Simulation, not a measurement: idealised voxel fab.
This is a process module. Its name is voxel capacitor over wiring.
Xsec cut, 280 nm wide, square cell size 5 nm.
In what follows, cross-sections appear as grids of square cells, described through bands that run from the top down, where every band is one or more rows of cells.
Within each band entry, the heights of the top and of the bottom of the band appear first, in that order and in nm; the materials of the band then follow from left to right, each with its corresponding width in nm. The designation "full width" on a single material indicates that it fills the band from edge to edge; the designation "empty" indicates empty space.
The reference from which all heights are counted is 0, the level beneath which the as-received wafer is entirely one material; the lowest band, having no lower bound, proceeds downward and is written after the example "from 0 down".
A width such as "30..40" changes by the same amount from each row of cells to the next, from the band's top row to its bottom row.
Given "nothing changed" for a step, no cell of the cross-section differs between before and after that step.
"Enclosed voids": sealed empty spaces, 8 cells or more, no open way to top, listed width x height at distance, with distance from the left edge and width, height and distance in nm.
Anything after a step's settings on that line? It's the simulator's own note about the step.
The "overlay nm" setting may appear on a step's line; for a step that uses a mask, it gives how far to the right of its planned position the mask lay, and a negative value indicates the left.

Plan:
| 1 | RECEIVE | material Si |
| 2 | CONFORMAL_DEP | material SiO2 | thk nm 15 |
| 3 | DIRECTIONAL_DEP | material TiN | thk nm 5 |
| 4 | DIRECTIONAL_DEP | material W | thk nm 20 |
| 5 | DIRECTIONAL_DEP | material aC | thk nm 10 |
| 6 | PATTERN | tone cover | mask id METAL_1 | material resist | width nm 30 | pitch nm 100 | thk nm 30 | overlay nm 0 |
| 7 | DIRECTIONAL_ETCH | etch materials aC | depth nm 10 |
| 8 | STRIP | etch materials resist |
| 9 | DIRECTIONAL_ETCH | etch materials W | depth nm 20 |
| 10 | DIRECTIONAL_ETCH | etch materials TiN | depth nm 5 |
| 11 | STRIP | etch materials aC |
| 12 | FILL_DEP | material SiO2 | thk nm 5 |
| 13 | CMP | height nm 40 |
| 14 | CONFORMAL_DEP | material SiCN | thk nm 5 |
| 15 | DIRECTIONAL_DEP | material SiO2 | thk nm 20 |
| 16 | PATTERN | tone open | mask id PLUG_1 | material resist | width nm 15 | thk nm 15 | overlay nm 0 |
| 17 | DIRECTIONAL_ETCH | etch materials SiO2 | depth nm 20 |
| 18 | DIRECTIONAL_ETCH | etch materials SiCN | depth nm 5 |
| 19 | STRIP | etch materials resist |
| 20 | CONFORMAL_DEP | material TiN | thk nm 5 |
| 21 | FILL_DEP | material Cu | thk nm 5 |
| 22 | CMP | height nm 65 |
| 23 | DIRECTIONAL_DEP | material TiN | thk nm 10 |
| 24 | DIRECTIONAL_DEP | material HfO2 | thk nm 5 |
| 25 | DIRECTIONAL_DEP | material TiN | thk nm 5 |
| 26 | DIRECTIONAL_DEP | material aC | thk nm 15 |
| 27 | PATTERN | tone cover | mask id UPPER_PLATE | material resist | width nm 75 | thk nm 30 | overlay nm 0 |
| 28 | DIRECTIONAL_ETCH | etch materials aC | depth nm 15 |
| 29 | STRIP | etch materials resist |
| 30 | DIRECTIONAL_ETCH | etch materials TiN | depth nm 5 |
| 31 | DIRECTIONAL_ETCH | etch materials HfO2 | depth nm 5 |
| 32 | STRIP | etch materials aC |
| 33 | MASKED_ETCH | tone cover | mask id LOWER_PLATE | width nm 85 | etch materials TiN | depth nm 10 | overlay nm 0 |
| 34 | FILL_DEP | material SiO2 | thk nm 20 |
| 35 | CMP | height nm 100 |
| 36 | DIRECTIONAL_DEP | material aC | thk nm 15 |
| 37 | PATTERN | tone open | mask id PLUG_2 | material resist | width nm 15 | thk nm 35 | overlay nm 0 |
| 38 | DIRECTIONAL_ETCH | etch materials aC | depth nm 15 |
| 39 | STRIP | etch materials resist |
| 40 | DIRECTIONAL_ETCH | etch materials SiO2 | depth nm 15 |
| 41 | STRIP | etch materials aC |
| 42 | CONFORMAL_DEP | material TiN | thk nm 5 |
| 43 | FILL_DEP | material Ru | thk nm 10 |
| 44 | CMP | height nm 100 |
| 45 | CONFORMAL_DEP | material SiCN | thk nm 5 |

First wafer, as planned:

So this is the incoming wafer in cross-section - it's already been through step 1:
from 0 down | Si full width
Enclosed voids: none

Cross-sectional representation of the wafer at the conclusion of step 2:
from 15 to 0 | SiO2 full width
Beneath the level 0, the cross-section is identical to its previous state.

Cross-sectional representation of the wafer at the conclusion of step 3:
from 20 to 15 | TiN full width
Beneath the level 15, the cross-section is identical to its previous state.

Cross-sectional representation of the wafer at the conclusion of step 4:
from 40 to 20 | W full width
Beneath the level 20, the cross-section is identical to its previous state.

Cross-sectional representation of the wafer at the conclusion of step 5:
from 50 to 40 | aC full width
Beneath the level 40, the cross-section is identical to its previous state.

Cross-sectional representation of the wafer at the conclusion of step 6:
from 80 to 50 | empty 75 / resist 30 / empty 70 / resist 30 / empty 75
Beneath the level 50, the cross-section is identical to its previous state.

Cross-sectional representation of the wafer at the conclusion of step 7:
from 70 to 50 | empty 75 / resist 30 / empty 70 / resist 30 / empty 75
from 50 to 40 | empty 75 / aC 30 / empty 70 / aC 30 / empty 75
Beneath the level 40, the cross-section is identical to its previous state.

Cross-sectional representation of the wafer at the conclusion of step 8:
from 50 to 40 | empty 75 / aC 30 / empty 70 / aC 30 / empty 75
Beneath the level 40, the cross-section is identical to its previous state.

Cross-sectional representation of the wafer at the conclusion of step 9:
from 50 to 40 | empty 75 / aC 30 / empty 70 / aC 30 / empty 75
from 40 to 20 | empty 75 / W 30 / empty 70 / W 30 / empty 75
Beneath the level 20, the cross-section is identical to its previous state.

Cross-sectional representation of the wafer at the conclusion of step 10:
from 50 to 40 | empty 75 / aC 30 / empty 70 / aC 30 / empty 75
from 40 to 20 | empty 75 / W 30 / empty 70 / W 30 / empty 75
from 20 to 15 | empty 75 / TiN 30 / empty 70 / TiN 30 / empty 75
Beneath the level 15, the cross-section is identical to its previous state.

Cross-sectional representation of the wafer at the conclusion of step 11:
from 40 to 20 | empty 75 / W 30 / empty 70 / W 30 / empty 75
Beneath the level 20, the cross-section is identical to its previous state.

Cross-sectional representation of the wafer at the conclusion of step 12:
from 45 to 40 | SiO2 full width
from 40 to 20 | SiO2 75 / W 30 / SiO2 70 / W 30 / SiO2 75
from 20 to 15 | SiO2 75 / TiN 30 / SiO2 70 / TiN 30 / SiO2 75
Beneath the level 15, the cross-section is identical to its previous state.

Cross-sectional representation of the wafer at the conclusion of step 13:
from 40 to 20 | SiO2 75 / W 30 / SiO2 70 / W 30 / SiO2 75
Beneath the level 20, the cross-section is identical to its previous state.

Cross-sectional representation of the wafer at the conclusion of step 14:
from 45 to 40 | SiCN full width
Beneath the level 40, the cross-section is identical to its previous state.

Cross-sectional representation of the wafer at the conclusion of step 15:
from 65 to 45 | SiO2 full width
Beneath the level 45, the cross-section is identical to its previous state.

Cross-sectional representation of the wafer at the conclusion of step 16:
from 80 to 65 | resist 90 / empty 15 / resist 175
Beneath the level 65, the cross-section is identical to its previous state.

Cross-sectional representation of the wafer at the conclusion of step 17:
from 80 to 65 | resist 90 / empty 15 / resist 175
from 65 to 45 | SiO2 90 / empty 15 / SiO2 175
Beneath the level 45, the cross-section is identical to its previous state.

Cross-sectional representation of the wafer at the conclusion of step 18:
from 80 to 65 | resist 90 / empty 15 / resist 175
from 65 to 45 | SiO2 90 / empty 15 / SiO2 175
from 45 to 40 | SiCN 90 / empty 15 / SiCN 175
Beneath the level 40, the cross-section is identical to its previous state.

Cross-sectional representation of the wafer at the conclusion of step 19:
from 65 to 45 | SiO2 90 / empty 15 / SiO2 175
Beneath the level 45, the cross-section is identical to its previous state.

Cross-sectional representation of the wafer at the conclusion of step 20:
from 70 to 65 | TiN 95 / empty 5 / TiN 180
from 65 to 45 | SiO2 90 / TiN 5 / empty 5 / TiN 5 / SiO2 175
from 45 to 40 | SiCN 90 / TiN 15 / SiCN 175
Beneath the level 40, the cross-section is identical to its previous state.

Cross-sectional representation of the wafer at the conclusion of step 21:
from 75 to 70 | Cu full width
from 70 to 65 | TiN 95 / Cu 5 / TiN 180
from 65 to 45 | SiO2 90 / TiN 5 / Cu 5 / TiN 5 / SiO2 175
Beneath the level 45, the cross-section is identical to its previous state.

Cross-sectional representation of the wafer at the conclusion of step 22:
from 65 to 45 | SiO2 90 / TiN 5 / Cu 5 / TiN 5 / SiO2 175
Beneath the level 45, the cross-section is identical to its previous state.

Cross-sectional representation of the wafer at the conclusion of step 23:
from 75 to 65 | TiN full width
Beneath the level 65, the cross-section is identical to its previous state.

Cross-sectional representation of the wafer at the conclusion of step 24:
from 80 to 75 | HfO2 full width
Beneath the level 75, the cross-section is identical to its previous state.

Cross-sectional representation of the wafer at the conclusion of step 25:
from 85 to 80 | TiN full width
Beneath the level 80, the cross-section is identical to its previous state.

Cross-sectional representation of the wafer at the conclusion of step 26:
from 100 to 85 | aC full width
Beneath the level 85, the cross-section is identical to its previous state.

Cross-sectional representation of the wafer at the conclusion of step 27:
from 130 to 100 | empty 90 / resist 75 / empty 115
Beneath the level 100, the cross-section is identical to its previous state.

Cross-sectional representation of the wafer at the conclusion of step 28:
from 115 to 100 | empty 90 / resist 75 / empty 115
from 100 to 85 | empty 90 / aC 75 / empty 115
Beneath the level 85, the cross-section is identical to its previous state.

Cross-sectional representation of the wafer at the conclusion of step 29:
from 100 to 85 | empty 90 / aC 75 / empty 115
Beneath the level 85, the cross-section is identical to its previous state.

Cross-sectional representation of the wafer at the conclusion of step 30:
from 100 to 85 | empty 90 / aC 75 / empty 115
from 85 to 80 | empty 90 / TiN 75 / empty 115
Beneath the level 80, the cross-section is identical to its previous state.

Cross-sectional representation of the wafer at the conclusion of step 31:
from 100 to 85 | empty 90 / aC 75 / empty 115
from 85 to 80 | empty 90 / TiN 75 / empty 115
from 80 to 75 | empty 90 / HfO2 75 / empty 115
Beneath the level 75, the cross-section is identical to its previous state.

Cross-sectional representation of the wafer at the conclusion of step 32:
from 85 to 80 | empty 90 / TiN 75 / empty 115
Beneath the level 80, the cross-section is identical to its previous state.

Cross-sectional representation of the wafer at the conclusion of step 33:
from 85 to 80 | empty 90 / TiN 75 / empty 115
from 80 to 75 | empty 90 / HfO2 75 / empty 115
from 75 to 65 | empty 85 / TiN 85 / empty 110
Beneath the level 65, the cross-section is identical to its previous state.

Cross-sectional representation of the wafer at the conclusion of step 34:
from 105 to 85 | SiO2 full width
from 85 to 80 | SiO2 90 / TiN 75 / SiO2 115
from 80 to 75 | SiO2 90 / HfO2 75 / SiO2 115
from 75 to 65 | SiO2 85 / TiN 85 / SiO2 110
Beneath the level 65, the cross-section is identical to its previous state.

Cross-sectional representation of the wafer at the conclusion of step 35:
from 100 to 85 | SiO2 full width
Beneath the level 85, the cross-section is identical to its previous state.

Cross-sectional representation of the wafer at the conclusion of step 36:
from 115 to 100 | aC full width
Beneath the level 100, the cross-section is identical to its previous state.

Cross-sectional representation of the wafer at the conclusion of step 37:
from 150 to 115 | resist 100 / empty 15 / resist 165
Beneath the level 115, the cross-section is identical to its previous state.

Cross-sectional representation of the wafer at the conclusion of step 38:
from 135 to 115 | resist 100 / empty 15 / resist 165
from 115 to 100 | aC 100 / empty 15 / aC 165
Beneath the level 100, the cross-section is identical to its previous state.

Cross-sectional representation of the wafer at the conclusion of step 39:
from 115 to 100 | aC 100 / empty 15 / aC 165
Beneath the level 100, the cross-section is identical to its previous state.

Cross-sectional representation of the wafer at the conclusion of step 40:
from 115 to 100 | aC 100 / empty 15 / aC 165
from 100 to 85 | SiO2 100 / empty 15 / SiO2 165
Beneath the level 85, the cross-section is identical to its previous state.

Cross-sectional representation of the wafer at the conclusion of step 41:
from 100 to 85 | SiO2 100 / empty 15 / SiO2 165
Beneath the level 85, the cross-section is identical to its previous state.

Cross-sectional representation of the wafer at the conclusion of step 42:
from 105 to 100 | TiN 105 / empty 5 / TiN 170
from 100 to 90 | SiO2 100 / TiN 5 / empty 5 / TiN 5 / SiO2 165
from 90 to 80 | SiO2 100..90 / TiN 15..75 / SiO2 165..115
Beneath the level 80, the cross-section is identical to its previous state.

Cross-sectional representation of the wafer at the conclusion of step 43:
from 115 to 105 | Ru full width
from 105 to 100 | TiN 105 / Ru 5 / TiN 170
from 100 to 90 | SiO2 100 / TiN 5 / Ru 5 / TiN 5 / SiO2 165
Beneath the level 90, the cross-section is identical to its previous state.

Cross-sectional representation of the wafer at the conclusion of step 44:
from 100 to 90 | SiO2 100 / TiN 5 / Ru 5 / TiN 5 / SiO2 165
Beneath the level 90, the cross-section is identical to its previous state.

Cross-sectional representation of the wafer at the conclusion of step 45:
from 105 to 100 | SiCN full width
Beneath the level 100, the cross-section is identical to its previous state.

Second wafer, same starting state and plan as the first, one mistake in the run, identical through step 5:

Cross-section of the second wafer at the time by which step 6 should have been completed according to the plan:
from 80 to 50 | empty 75 / resist 35 / empty 65 / resist 35 / empty 70
Beneath the level 50, the cross-section is identical to its previous state.

Cross-section of the second wafer at the time by which step 7 should have been completed according to the plan:
from 70 to 50 | empty 75 / resist 35 / empty 65 / resist 35 / empty 70
from 50 to 40 | empty 75 / aC 35 / empty 65 / aC 35 / empty 70
Beneath the level 40, the cross-section is identical to its previous state.

Cross-section of the second wafer at the time by which step 8 should have been completed according to the plan:
from 50 to 40 | empty 75 / aC 35 / empty 65 / aC 35 / empty 70
Beneath the level 40, the cross-section is identical to its previous state.

Cross-section of the second wafer at the time by which step 9 should have been completed according to the plan:
from 50 to 40 | empty 75 / aC 35 / empty 65 / aC 35 / empty 70
from 40 to 20 | empty 75 / W 35 / empty 65 / W 35 / empty 70
Beneath the level 20, the cross-section is identical to its previous state.

Cross-section of the second wafer at the time by which step 10 should have been completed according to the plan:
from 50 to 40 | empty 75 / aC 35 / empty 65 / aC 35 / empty 70
from 40 to 20 | empty 75 / W 35 / empty 65 / W 35 / empty 70
from 20 to 15 | empty 75 / TiN 35 / empty 65 / TiN 35 / empty 70
Beneath the level 15, the cross-section is identical to its previous state.

Cross-section of the second wafer at the time by which step 11 should have been completed according to the plan:
from 40 to 20 | empty 75 / W 35 / empty 65 / W 35 / empty 70
Beneath the level 20, the cross-section is identical to its previous state.

Cross-section of the second wafer at the time by which step 12 should have been completed according to the plan:
from 45 to 40 | SiO2 full width
from 40 to 20 | SiO2 75 / W 35 / SiO2 65 / W 35 / SiO2 70
from 20 to 15 | SiO2 75 / TiN 35 / SiO2 65 / TiN 35 / SiO2 70
Beneath the level 15, the cross-section is identical to its previous state.

Cross-section of the second wafer at the time by which step 13 should have been completed according to the plan:
from 40 to 20 | SiO2 75 / W 35 / SiO2 65 / W 35 / SiO2 70
Beneath the level 20, the cross-section is identical to its previous state.

Cross-section of the second wafer at the time by which step 14 should have been completed according to the plan:
from 45 to 40 | SiCN full width
Beneath the level 40, the cross-section is identical to its previous state.

Cross-section of the second wafer at the time by which step 15 should have been completed according to the plan:
from 65 to 45 | SiO2 full width
Beneath the level 45, the cross-section is identical to its previous state.

Cross-section of the second wafer at the time by which step 16 should have been completed according to the plan:
from 80 to 65 | resist 90 / empty 15 / resist 175
Beneath the level 65, the cross-section is identical to its previous state.

Cross-section of the second wafer at the time by which step 17 should have been completed according to the plan:
from 80 to 65 | resist 90 / empty 15 / resist 175
from 65 to 45 | SiO2 90 / empty 15 / SiO2 175
Beneath the level 45, the cross-section is identical to its previous state.

Cross-section of the second wafer at the time by which step 18 should have been completed according to the plan:
from 80 to 65 | resist 90 / empty 15 / resist 175
from 65 to 45 | SiO2 90 / empty 15 / SiO2 175
from 45 to 40 | SiCN 90 / empty 15 / SiCN 175
Beneath the level 40, the cross-section is identical to its previous state.

Cross-section of the second wafer at the time by which step 19 should have been completed according to the plan:
from 65 to 45 | SiO2 90 / empty 15 / SiO2 175
Beneath the level 45, the cross-section is identical to its previous state.

Cross-section of the second wafer at the time by which step 20 should have been completed according to the plan:
from 70 to 65 | TiN 95 / empty 5 / TiN 180
from 65 to 45 | SiO2 90 / TiN 5 / empty 5 / TiN 5 / SiO2 175
from 45 to 40 | SiCN 90 / TiN 15 / SiCN 175
Beneath the level 40, the cross-section is identical to its previous state.

Cross-section of the second wafer at the time by which step 21 should have been completed according to the plan:
from 75 to 70 | Cu full width
from 70 to 65 | TiN 95 / Cu 5 / TiN 180
from 65 to 45 | SiO2 90 / TiN 5 / Cu 5 / TiN 5 / SiO2 175
Beneath the level 45, the cross-section is identical to its previous state.

Cross-section of the second wafer at the time by which step 22 should have been completed according to the plan:
from 65 to 45 | SiO2 90 / TiN 5 / Cu 5 / TiN 5 / SiO2 175
Beneath the level 45, the cross-section is identical to its previous state.

Cross-section of the second wafer at the time by which step 23 should have been completed according to the plan:
from 75 to 65 | TiN full width
Beneath the level 65, the cross-section is identical to its previous state.

Cross-section of the second wafer at the time by which step 24 should have been completed according to the plan:
from 80 to 75 | HfO2 full width
Beneath the level 75, the cross-section is identical to its previous state.

Cross-section of the second wafer at the time by which step 25 should have been completed according to the plan:
from 85 to 80 | TiN full width
Beneath the level 80, the cross-section is identical to its previous state.

Cross-section of the second wafer at the time by which step 26 should have been completed according to the plan:
from 100 to 85 | aC full width
Beneath the level 85, the cross-section is identical to its previous state.

Cross-section of the second wafer at the time by which step 27 should have been completed according to the plan:
from 130 to 100 | empty 90 / resist 75 / empty 115
Beneath the level 100, the cross-section is identical to its previous state.

Cross-section of the second wafer at the time by which step 28 should have been completed according to the plan:
from 115 to 100 | empty 90 / resist 75 / empty 115
from 100 to 85 | empty 90 / aC 75 / empty 115
Beneath the level 85, the cross-section is identical to its previous state.

Cross-section of the second wafer at the time by which step 29 should have been completed according to the plan:
from 100 to 85 | empty 90 / aC 75 / empty 115
Beneath the level 85, the cross-section is identical to its previous state.

Cross-section of the second wafer at the time by which step 30 should have been completed according to the plan:
from 100 to 85 | empty 90 / aC 75 / empty 115
from 85 to 80 | empty 90 / TiN 75 / empty 115
Beneath the level 80, the cross-section is identical to its previous state.

Cross-section of the second wafer at the time by which step 31 should have been completed according to the plan:
from 100 to 85 | empty 90 / aC 75 / empty 115
from 85 to 80 | empty 90 / TiN 75 / empty 115
from 80 to 75 | empty 90 / HfO2 75 / empty 115
Beneath the level 75, the cross-section is identical to its previous state.

Cross-section of the second wafer at the time by which step 32 should have been completed according to the plan:
from 85 to 80 | empty 90 / TiN 75 / empty 115
Beneath the level 80, the cross-section is identical to its previous state.

Cross-section of the second wafer at the time by which step 33 should have been completed according to the plan:
from 85 to 80 | empty 90 / TiN 75 / empty 115
from 80 to 75 | empty 90 / HfO2 75 / empty 115
from 75 to 65 | empty 85 / TiN 85 / empty 110
Beneath the level 65, the cross-section is identical to its previous state.

Cross-section of the second wafer at the time by which step 34 should have been completed according to the plan:
from 105 to 85 | SiO2 full width
from 85 to 80 | SiO2 90 / TiN 75 / SiO2 115
from 80 to 75 | SiO2 90 / HfO2 75 / SiO2 115
from 75 to 65 | SiO2 85 / TiN 85 / SiO2 110
Beneath the level 65, the cross-section is identical to its previous state.

Cross-section of the second wafer at the time by which step 35 should have been completed according to the plan:
from 100 to 85 | SiO2 full width
Beneath the level 85, the cross-section is identical to its previous state.

Cross-section of the second wafer at the time by which step 36 should have been completed according to the plan:
from 115 to 100 | aC full width
Beneath the level 100, the cross-section is identical to its previous state.

Cross-section of the second wafer at the time by which step 37 should have been completed according to the plan:
from 150 to 115 | resist 100 / empty 15 / resist 165
Beneath the level 115, the cross-section is identical to its previous state.

Cross-section of the second wafer at the time by which step 38 should have been completed according to the plan:
from 135 to 115 | resist 100 / empty 15 / resist 165
from 115 to 100 | aC 100 / empty 15 / aC 165
Beneath the level 100, the cross-section is identical to its previous state.

Cross-section of the second wafer at the time by which step 39 should have been completed according to the plan:
from 115 to 100 | aC 100 / empty 15 / aC 165
Beneath the level 100, the cross-section is identical to its previous state.

Cross-section of the second wafer at the time by which step 40 should have been completed according to the plan:
from 115 to 100 | aC 100 / empty 15 / aC 165
from 100 to 85 | SiO2 100 / empty 15 / SiO2 165
Beneath the level 85, the cross-section is identical to its previous state.

Cross-section of the second wafer at the time by which step 41 should have been completed according to the plan:
from 100 to 85 | SiO2 100 / empty 15 / SiO2 165
Beneath the level 85, the cross-section is identical to its previous state.

Cross-section of the second wafer at the time by which step 42 should have been completed according to the plan:
from 105 to 100 | TiN 105 / empty 5 / TiN 170
from 100 to 90 | SiO2 100 / TiN 5 / empty 5 / TiN 5 / SiO2 165
from 90 to 80 | SiO2 100..90 / TiN 15..75 / SiO2 165..115
Beneath the level 80, the cross-section is identical to its previous state.

Cross-section of the second wafer at the time by which step 43 should have been completed according to the plan:
from 115 to 105 | Ru full width
from 105 to 100 | TiN 105 / Ru 5 / TiN 170
from 100 to 90 | SiO2 100 / TiN 5 / Ru 5 / TiN 5 / SiO2 165
Beneath the level 90, the cross-section is identical to its previous state.

Cross-section of the second wafer at the time by which step 44 should have been completed according to the plan:
from 100 to 90 | SiO2 100 / TiN 5 / Ru 5 / TiN 5 / SiO2 165
Beneath the level 90, the cross-section is identical to its previous state.

Cross-section of the second wafer at the time by which step 45 should have been completed according to the plan:
from 105 to 100 | SiCN full width
Beneath the level 100, the cross-section is identical to its previous state.
What was done differently from what was planned? so step 6 ended up running with a different setting than we planned, it ran as PATTERN | tone cover | mask id METAL_1 | material resist | width nm 35 | pitch nm 100 | thk nm 30 | overlay nm 0
It is noted that, at the conclusion of processing, the second wafer exhibits a higher or lower cell count for certain materials relative to the first: SiO2: 10 fewer, TiN: 2 more, W: 8 more
